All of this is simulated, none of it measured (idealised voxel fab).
Process module name: voxel ribs on slabs
Each square cell in cross-section cut measures 5 nm, and the section as a whole is 290 nm wide.
We lay out every cross-section as a grid of square cells and spell it out in bands from the top down, where one band means one or more rows of cells.
For a band, the entry starts with two heights in nm, that of the top and then that of the bottom, and carries on with the band's materials in order from left to right, each alongside its width in nm; the word "full width" beside a single material means it fills the band edge to edge, and "air" means empty space.
Beneath 0, the wafer as received is one material, and that level is where height counting begins. The lowest band goes on downward without a bottom; it is written like "0 down".
It should be noted that a width expressed as "30..40" varies in equal increments from row to row of cells within the band, taking the value of the first number at the top row and that of the second number at the bottom row.
You'll sometimes find "no modifications" written for a step, and that's the way of saying that nowhere in the cross-section did a cell change during that step.
If an empty space has no open way to the top and is at least 8 cells in size, "Voids, fully enclosed" lists it, written width x height at distance, where distance is measured from the left edge and every value is in nm.
It should be noted that, on the line of a given step, the content following the step's settings is a remark produced by the simulator itself with respect to that step.
overlay nm: step with mask; distance mask lay right of planned place; negative value = left of planned place.

Steps planned for the process
| 1 | RECEIVE (material Si) |
| 2 | DIRECTIONAL_DEP (material SiO2; thk nm 30) |
| 3 | DIRECTIONAL_DEP (material SiN; thk nm 15) |
| 4 | MASKED_ETCH (tone cover; mask id RIB; width nm 25; etch materials SiN; depth nm 10; overlay nm 0) |
| 5 | MASKED_ETCH (tone cover; mask id SLAB; width nm 65; etch materials SiN; depth nm 5; overlay nm 0) |
| 6 | FILL_DEP (material SiO2; thk nm 15) |
| 7 | CMP (height nm 55) |
| 8 | DIRECTIONAL_DEP (material TiN; thk nm 10) |
| 9 | DIRECTIONAL_DEP (material aC; thk nm 10) |
| 10 | PATTERN (tone cover; mask id HEATER; material resist; width nm 35; thk nm 25; overlay nm 0) |
| 11 | DIRECTIONAL_ETCH (etch materials aC; depth nm 10) |
| 12 | STRIP (etch materials resist) |
| 13 | DIRECTIONAL_ETCH (etch materials TiN; depth nm 10) |
| 14 | STRIP (etch materials aC) |
| 15 | CONFORMAL_DEP (material SiO2; thk nm 5) |

First wafer of two (run as planned)

Cross-section of the incoming wafer, state after step 1
> 0 down  Si full width
> Voids, fully enclosed: none

Presented here is a cross-section of the wafer after step 2 has been performed
> 30 to 0  SiO2 full width
> At heights below 0, the structure remains unaltered.

Presented here is a cross-section of the wafer after step 3 has been performed
> 45 to 30  SiN full width
> At heights below 30, the structure remains unaltered.

Presented here is a cross-section of the wafer after step 4 has been performed
> 45 to 35  air: 130 / SiN: 25 / air: 135
> At heights below 35, the structure remains unaltered.

Presented here is a cross-section of the wafer after step 5 has been performed
> 45 to 35  air: 130 / SiN: 25 / air: 135
> 35 to 30  air: 110 / SiN: 65 / air: 115
> At heights below 30, the structure remains unaltered.

Presented here is a cross-section of the wafer after step 6 has been performed
> 60 to 45  SiO2 full width
> 45 to 35  SiO2: 130 / SiN: 25 / SiO2: 135
> 35 to 30  SiO2: 110 / SiN: 65 / SiO2: 115
> At heights below 30, the structure remains unaltered.

Presented here is a cross-section of the wafer after step 7 has been performed
> 55 to 45  SiO2 full width
> At heights below 45, the structure remains unaltered.

Presented here is a cross-section of the wafer after step 8 has been performed
> 65 to 55  TiN full width
> At heights below 55, the structure remains unaltered.

Presented here is a cross-section of the wafer after step 9 has been performed
> 75 to 65  aC full width
> At heights below 65, the structure remains unaltered.

Presented here is a cross-section of the wafer after step 10 has been performed
> 100 to 75  air: 125 / resist: 35 / air: 130
> At heights below 75, the structure remains unaltered.

Presented here is a cross-section of the wafer after step 11 has been performed
> 90 to 75  air: 125 / resist: 35 / air: 130
> 75 to 65  air: 125 / aC: 35 / air: 130
> At heights below 65, the structure remains unaltered.

Presented here is a cross-section of the wafer after step 12 has been performed
> 75 to 65  air: 125 / aC: 35 / air: 130
> At heights below 65, the structure remains unaltered.

Presented here is a cross-section of the wafer after step 13 has been performed
> 75 to 65  air: 125 / aC: 35 / air: 130
> 65 to 55  air: 125 / TiN: 35 / air: 130
> At heights below 55, the structure remains unaltered.

Presented here is a cross-section of the wafer after step 14 has been performed
> 65 to 55  air: 125 / TiN: 35 / air: 130
> At heights below 55, the structure remains unaltered.

Presented here is a cross-section of the wafer after step 15 has been performed
> 70 to 65  air: 120 / SiO2: 45 / air: 125
> 65 to 60  air: 120 / SiO2: 5 / TiN: 35 / SiO2: 5 / air: 125
> 60 to 55  SiO2: 125 / TiN: 35 / SiO2: 130
> At heights below 55, the structure remains unaltered.

Second Wafer (Identical Start and Plan, One Processing Error; Matches First Wafer Through Step 9)

Second wafer cross-section, taken as of the time the plan sets for step 10 to be done
> 100 to 75  air: 130 / resist: 25 / air: 135
> At heights below 75, the structure remains unaltered.

Second wafer cross-section, taken as of the time the plan sets for step 11 to be done
> 90 to 75  air: 130 / resist: 25 / air: 135
> 75 to 65  air: 130 / aC: 25 / air: 135
> At heights below 65, the structure remains unaltered.

Second wafer cross-section, taken as of the time the plan sets for step 12 to be done
> 75 to 65  air: 130 / aC: 25 / air: 135
> At heights below 65, the structure remains unaltered.

Second wafer cross-section, taken as of the time the plan sets for step 13 to be done
> 75 to 65  air: 130 / aC: 25 / air: 135
> 65 to 55  air: 130 / TiN: 25 / air: 135
> At heights below 55, the structure remains unaltered.

Second wafer cross-section, taken as of the time the plan sets for step 14 to be done
> 65 to 55  air: 130 / TiN: 25 / air: 135
> At heights below 55, the structure remains unaltered.

Second wafer cross-section, taken as of the time the plan sets for step 15 to be done
> 70 to 65  air: 125 / SiO2: 35 / air: 130
> 65 to 60  air: 125 / SiO2: 5 / TiN: 25 / SiO2: 5 / air: 130
> 60 to 55  SiO2: 130 / TiN: 25 / SiO2: 135
> At heights below 55, the structure remains unaltered.
What was done differently from what was planned? step 10 did not use the planned setting and instead ran as PATTERN (tone cover; mask id HEATER; material resist; width nm 25; thk nm 25; overlay nm 0)
Count the cells at the end and the second wafer has more or fewer of some materials than the first: TiN: 4 fewer
